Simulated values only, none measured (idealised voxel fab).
The following process module bears the name voxel double patterning.
In the cross-section labelled cut, the width is 300 nm and each square cell is 5 nm.
Just so we're on the same page, the cross-sections are grids of square cells, and they're listed out in bands top to bottom, each band one or more rows deep. The entry gives the band's vertical extent as a top height and a bottom height in nm, then its horizontal make-up as materials from left to right, each with a width in nm. "air" stands for empty space; a single material marked "all across" fills the band edge to edge. Counting heights begins at 0, where everything beneath is, in the wafer as received, one material. The lowest band has no bottom; it goes on downwards, as "0 down" shows. Width spec "30..40" -> top row of cells at first value, bottom row at second value, equal per-row change in between. Any step labelled "stayed the same" changed none of the cells in the cross-section. Voids not open to the top, 8 cells minimum: see "Cavities, closed". Written width x height at distance; distance is from the left edge; nm. Step line, after settings: the simulator's comment on this step. You can add "overlay nm" to a step's line. For a step with a mask, it describes how far the mask lay to the right of its planned position, and a negative number describes a lay to the left.
## Intended process steps
1,RECEIVE, material Si
2,CONFORMAL_DEP, material SiN, thk nm 5
3,DIRECTIONAL_DEP, material SiO2, thk nm 20
4,DIRECTIONAL_DEP, material SiCN, thk nm 10
5,DIRECTIONAL_DEP, material aC, thk nm 10
6,PATTERN, tone open, mask id FIRST, material resist, width nm 15, pitch nm 50, thk nm 25, overlay nm 0
7,DIRECTIONAL_ETCH, etch materials aC, depth nm 10
8,STRIP, etch materials resist
9,DIRECTIONAL_ETCH, etch materials SiCN, depth nm 10
10,STRIP, etch materials aC
11,DIRECTIONAL_DEP, material aC, thk nm 10
12,PATTERN, tone open, mask id SECOND, material resist, width nm 15, pitch nm 50, thk nm 30, overlay nm 0
13,DIRECTIONAL_ETCH, etch materials aC, depth nm 10
14,STRIP, etch materials resist
15,DIRECTIONAL_ETCH, etch materials SiCN, depth nm 10
16,STRIP, etch materials aC
17,DIRECTIONAL_ETCH, etch materials SiO2, depth nm 20
18,STRIP, etch materials SiCN
## Cross-sectional view of the wafer in its as-received condition, corresponding to the state after step 1
> 0 down = Si all across
> Cavities, closed: none
## What the wafer looks like in cross-section after this module, when it starts as shown above and follows the plan above but one mistake is made in running it
> 25 to 5 = SiO2 90  air 115  SiO2 95
> 5 to 0 = SiN all across
> 0 down = Si all across
> Cavities, closed: none
Diagnosis: step 14 went in with a setting other than planned; the actual run was STRIP, etch materials SiCN
